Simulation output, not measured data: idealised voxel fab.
This section sets out a process module, namely voxel ribs on slabs.
Displayed cross-section: cut, width of 270 nm, square cells sized 5 nm.
Heads up, the way a cross-section reads in here is a grid of square cells, handed over as bands from the top down, with every band being one or more rows of cells.
Heights first: top, then bottom, in nm. Then materials, left to right, each with a width in nm. "all across" on a single material: fills the band edge to edge. "blank": empty space.
We count height from 0. Below that, the starting wafer is all one material. The lowest band never ends at the bottom but goes on down; see "top 0, no bottom" for how that is written.
A width such as "30->40" changes by the same amount from each row of cells to the next, from the band's top row to its bottom row.
"no change" for a step: no cell of the cross-section changed in that step.
Under "Closed void inventory" you'll find the enclosed gaps, the ones with no way out to the top, that are 8 cells or bigger; each reads width x height at distance, with distance counted from the left edge, everything in nm.
Formally, on a step line, whatever follows the settings is a remark that the simulator itself makes on the step.
overlay nm: step with mask; distance mask lay right of planned place; negative value = left of planned place.
List of planned process steps:
1) RECEIVE with material Si
2) DIRECTIONAL_DEP with material SiO2, thk nm 20
3) DIRECTIONAL_DEP with material polySi, thk nm 15
4) MASKED_ETCH with tone cover, mask id RIB, width nm 20, etch materials polySi, depth nm 5, overlay nm 0
5) DIRECTIONAL_DEP with material aC, thk nm 10
6) PATTERN with tone cover, mask id SLAB, material resist, width nm 50, thk nm 25, overlay nm 0
7) DIRECTIONAL_ETCH with etch materials aC, depth nm 10
8) STRIP with etch materials resist
9) DIRECTIONAL_ETCH with etch materials polySi, depth nm 10
10) STRIP with etch materials aC
11) FILL_DEP with material SiO2, thk nm 25
12) CMP with height nm 50
13) DIRECTIONAL_DEP with material W, thk nm 5
14) DIRECTIONAL_DEP with material aC, thk nm 10
15) PATTERN with tone cover, mask id HEATER, material resist, width nm 30, thk nm 30, overlay nm 0
16) DIRECTIONAL_ETCH with etch materials aC, depth nm 10
17) STRIP with etch materials resist
18) DIRECTIONAL_ETCH with etch materials W, depth nm 5
19) STRIP with etch materials aC
20) CONFORMAL_DEP with material SiN, thk nm 10
Cross-section of the incoming wafer, state after step 1:
- top 0, no bottom  Si all across
- Closed void inventory: none
Looking at the first of two wafers in cross-section at end of module - ran to plan:
- top 65, bottom 60  blank (110), SiN (50), blank (110)
- top 60, bottom 55  SiN all across
- top 55, bottom 50  SiN (120), W (30), SiN (120)
- top 50, bottom 35  SiO2 all across
- top 35, bottom 30  SiO2 (125), polySi (20), SiO2 (125)
- top 30, bottom 20  SiO2 (110), polySi (50), SiO2 (110)
- top 20, bottom 0  SiO2 all across
- top 0, no bottom  Si all across
- Closed void inventory: none
Cross-sectional image of the second wafer of the two following completion of the module. Starting state and process plan were the same as for the first wafer; one execution error occurred:
- top 65, bottom 60  blank (110), SiN (50), blank (110)
- top 60, bottom 55  SiN all across
- top 55, bottom 50  SiN (120), W (30), SiN (120)
- top 50, bottom 35  SiO2 all across
- top 35, bottom 20  SiN all across
- top 20, bottom 0  SiO2 all across
- top 0, no bottom  Si all across
- Closed void inventory: none
So what did we get wrong on this run? step 3 ran with different settings than intended, the actual operation and settings being DIRECTIONAL_DEP with material SiN, thk nm 15
Looking at both finished wafers in cells, the second ends up ahead of or behind the first on some materials: SiN: 162 more, SiO2: 138 fewer, polySi: 24 fewer
